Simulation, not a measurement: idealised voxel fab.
process module | voxel fin reveal
cross-section cut | 275 nm wide | cells 5 nm
A cross-section is a grid of square cells, given in bands from the top down. A band is one or more rows of cells.
Each band's line starts with the height of the band's top and of its bottom, in nm. Then come its materials from left to right, each with its width in nm. One material with "throughout" fills the band from edge to edge. "air" is empty space.
Height 0 is the level under which the wafer as received is all one material. The lowest band goes on downwards, as in "0 down".
A width such as "30 to 40" changes by the same amount from each row of cells to the next, from the band's top row to its bottom row.
"no change" after a step means that no cell of the cross-section changed.
closed voids: empty space of 8 cells or more with no open way to the top, each as width x height at its distance from the left edge, in nm
after a step's settings: what the simulator itself notes on the step
overlay nm, on a step with a mask: how far to the right of its planned place the mask lay; to the left if negative
plan
1 op RECEIVE | material Si
2 op CONFORMAL_DEP | material SiN | thk nm 10
3 op MASKED_ETCH | tone cover | mask id FINS | width nm 15 | pitch nm 40 | etch materials SiN | depth nm 10 | overlay nm 0
4 op MASKED_ETCH | tone cover | mask id FINS | width nm 15 | pitch nm 40 | etch materials Si | depth nm 30 | overlay nm 0
5 op FILL_DEP | material SiO2 | thk nm 15
6 op CMP | height nm 10
7 op SELECTIVE_ETCH | etch materials SiO2 | depth nm 20
8 op STRIP | etch materials SiN
first wafer, as planned
as received, after step 1
  0 down: Si throughout
  closed voids: none
after step 2
  10 to 0: SiN throughout
  below 0: unchanged
after step 3
  10 to 0: air 70 | SiN 15 | air 25 | SiN 15 | air 25 | SiN 15 | air 25 | SiN 15 | air 70
  below 0: unchanged
after step 4
  10 to 0: air 70 | SiN 15 | air 25 | SiN 15 | air 25 | SiN 15 | air 25 | SiN 15 | air 70
  0 to -30: air 70 | Si 15 | air 25 | Si 15 | air 25 | Si 15 | air 25 | Si 15 | air 70
  below -30: unchanged
after step 5
  25 to 10: SiO2 throughout
  10 to 0: SiO2 70 | SiN 15 | SiO2 25 | SiN 15 | SiO2 25 | SiN 15 | SiO2 25 | SiN 15 | SiO2 70
  0 to -30: SiO2 70 | Si 15 | SiO2 25 | Si 15 | SiO2 25 | Si 15 | SiO2 25 | Si 15 | SiO2 70
  below -30: unchanged
after step 6
  10 to 0: SiO2 70 | SiN 15 | SiO2 25 | SiN 15 | SiO2 25 | SiN 15 | SiO2 25 | SiN 15 | SiO2 70
  below 0: unchanged
after step 7
  10 to 0: air 70 | SiN 15 | air 25 | SiN 15 | air 25 | SiN 15 | air 25 | SiN 15 | air 70
  0 to -10: air 70 | Si 15 | air 25 | Si 15 | air 25 | Si 15 | air 25 | Si 15 | air 70
  below -10: unchanged
after step 8
  0 to -10: air 70 | Si 15 | air 25 | Si 15 | air 25 | Si 15 | air 25 | Si 15 | air 70
  below -10: unchanged
second wafer: like start, like plan, one mistake. Through step 6 it matches the first wafer
when step 7 should have ended
  10 to 0: SiO2 70 | air 15 | SiO2 25 | air 15 | SiO2 25 | air 15 | SiO2 25 | air 15 | SiO2 70
  below 0: unchanged
when step 8 should have ended
  0 to -10: air 70 | Si 15 | air 25 | Si 15 | air 25 | Si 15 | air 25 | Si 15 | air 70
  -10 to -20: SiO2 50 | air 20 | Si 15 | air 25 | Si 15 | air 25 | Si 15 | air 25 | Si 15 | air 20 | SiO2 50
  below -20: unchanged
what went wrong: steps 7 and 8 were swapped
at the end the second wafer has, in cells: 46 fewer of SiO2
